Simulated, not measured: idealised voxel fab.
The following is a process module called voxel local oxidation.
Cross-section cut spans 165 nm and uses square cells 5 nm in size.
We lay out every cross-section as a grid of square cells and spell it out in bands from the top down, where one band means one or more rows of cells.
A band entry consists of two parts. The first gives the height of the band's top and the height of its bottom, in nm. The rest lists the band's materials from left to right, each with its width in nm. A single material labelled with the word "everywhere" fills the band from edge to edge, and the word "blank" marks empty space.
Heights are reckoned from 0. Under this level, the received wafer is all of one material. The bottommost band is open-ended downward, for example "from 0 down".
Read "30 to 40" as a graded width: first number on top, second number at the bottom, same change between each pair of neighbouring rows.
The designation "remained unchanged", where it is given for a processing step, indicates that no cell of the cross-section was altered in the course of that step.
The entry "Enclosed void listing" lists the empty spaces that cover at least 8 cells and have no open path to the top. Each is written as width x height at distance, where the distance is measured from the left edge and all three values are in nm.
Formally, on a step line, whatever follows the settings is a remark that the simulator itself makes on the step.
What "overlay nm" on a step's line means: if the step has a mask, that mask lay this far to the right of its planned place, or, when the value is negative, to the left.
PLAN
| 1 | RECEIVE, material Si |
| 2 | OXIDIZE, depth nm 5 |
| 3 | CONFORMAL_DEP, material SiN, thk nm 15 |
| 4 | PATTERN, tone cover, mask id ACTIVE, material resist, width nm 105, thk nm 15, overlay nm 0 |
| 5 | DIRECTIONAL_ETCH, etch materials SiN, depth nm 15 |
| 6 | STRIP, etch materials resist |
| 7 | SELECTIVE_ETCH, etch materials SiO2, depth nm 5 |
| 8 | OXIDIZE, depth nm 15 |
| 9 | STRIP, etch materials SiN |
ON THE FIRST OF THE TWO WAFERS: RUN CONDUCTED ACCORDING TO PLAN
INCOMING WAFER, CROSS-SECTIONAL VIEW, POST STEP 1
	from 0 down: Si everywhere
	Enclosed void listing: none
STEP 2 COMPLETE: CROSS-SECTION THROUGH THE WAFER
	from 0 to -5: SiO2 everywhere
	below -5: unchanged
STEP 3 COMPLETE: CROSS-SECTION THROUGH THE WAFER
	from 15 to 0: SiN everywhere
	below 0: unchanged
STEP 4 COMPLETE: CROSS-SECTION THROUGH THE WAFER
	from 30 to 15: blank=30, resist=105, blank=30
	below 15: unchanged
STEP 5 COMPLETE: CROSS-SECTION THROUGH THE WAFER
	from 30 to 15: blank=30, resist=105, blank=30
	from 15 to 0: blank=30, SiN=105, blank=30
	below 0: unchanged
STEP 6 COMPLETE: CROSS-SECTION THROUGH THE WAFER
	from 15 to 0: blank=30, SiN=105, blank=30
	below 0: unchanged
STEP 7 COMPLETE: CROSS-SECTION THROUGH THE WAFER
	from 15 to 0: blank=30, SiN=105, blank=30
	from 0 to -5: blank=35, SiO2=95, blank=35
	below -5: unchanged
STEP 8 COMPLETE: CROSS-SECTION THROUGH THE WAFER
	from 15 to 0: blank=30, SiN=105, blank=30
	from 0 to -5: blank=35, SiO2=95, blank=35
	from -5 to -20: SiO2=50, Si=65, SiO2=50
	below -20: unchanged
STEP 9 COMPLETE: CROSS-SECTION THROUGH THE WAFER
	from 0 to -5: blank=35, SiO2=95, blank=35
	below -5: unchanged
SECOND WAFER, SAME STARTING STATE AND PLAN AS THE FIRST, ONE MISTAKE IN THE RUN, IDENTICAL THROUGH STEP 3
CROSS-SECTION: SECOND WAFER, TIME AT WHICH STEP 4 WAS SCHEDULED TO END
	from 30 to 15: blank=30, resist=110, blank=25
	below 15: unchanged
CROSS-SECTION: SECOND WAFER, TIME AT WHICH STEP 5 WAS SCHEDULED TO END
	from 30 to 15: blank=30, resist=110, blank=25
	from 15 to 0: blank=30, SiN=110, blank=25
	below 0: unchanged
CROSS-SECTION: SECOND WAFER, TIME AT WHICH STEP 6 WAS SCHEDULED TO END
	from 15 to 0: blank=30, SiN=110, blank=25
	below 0: unchanged
CROSS-SECTION: SECOND WAFER, TIME AT WHICH STEP 7 WAS SCHEDULED TO END
	from 15 to 0: blank=30, SiN=110, blank=25
	from 0 to -5: blank=35, SiO2=100, blank=30
	below -5: unchanged
CROSS-SECTION: SECOND WAFER, TIME AT WHICH STEP 8 WAS SCHEDULED TO END
	from 15 to 0: blank=30, SiN=110, blank=25
	from 0 to -5: blank=35, SiO2=100, blank=30
	from -5 to -20: SiO2=50, Si=70, SiO2=45
	below -20: unchanged
CROSS-SECTION: SECOND WAFER, TIME AT WHICH STEP 9 WAS SCHEDULED TO END
	from 0 to -5: blank=35, SiO2=100, blank=30
	below -5: unchanged
Misprocessing identified: step 4 did not use the planned setting and instead ran as PATTERN, tone cover, mask id ACTIVE, material resist, width nm 110, thk nm 15, overlay nm 0
Materials where the second wafer ends with more or fewer cells than the first: Si: 3 more, SiO2: 2 fewer
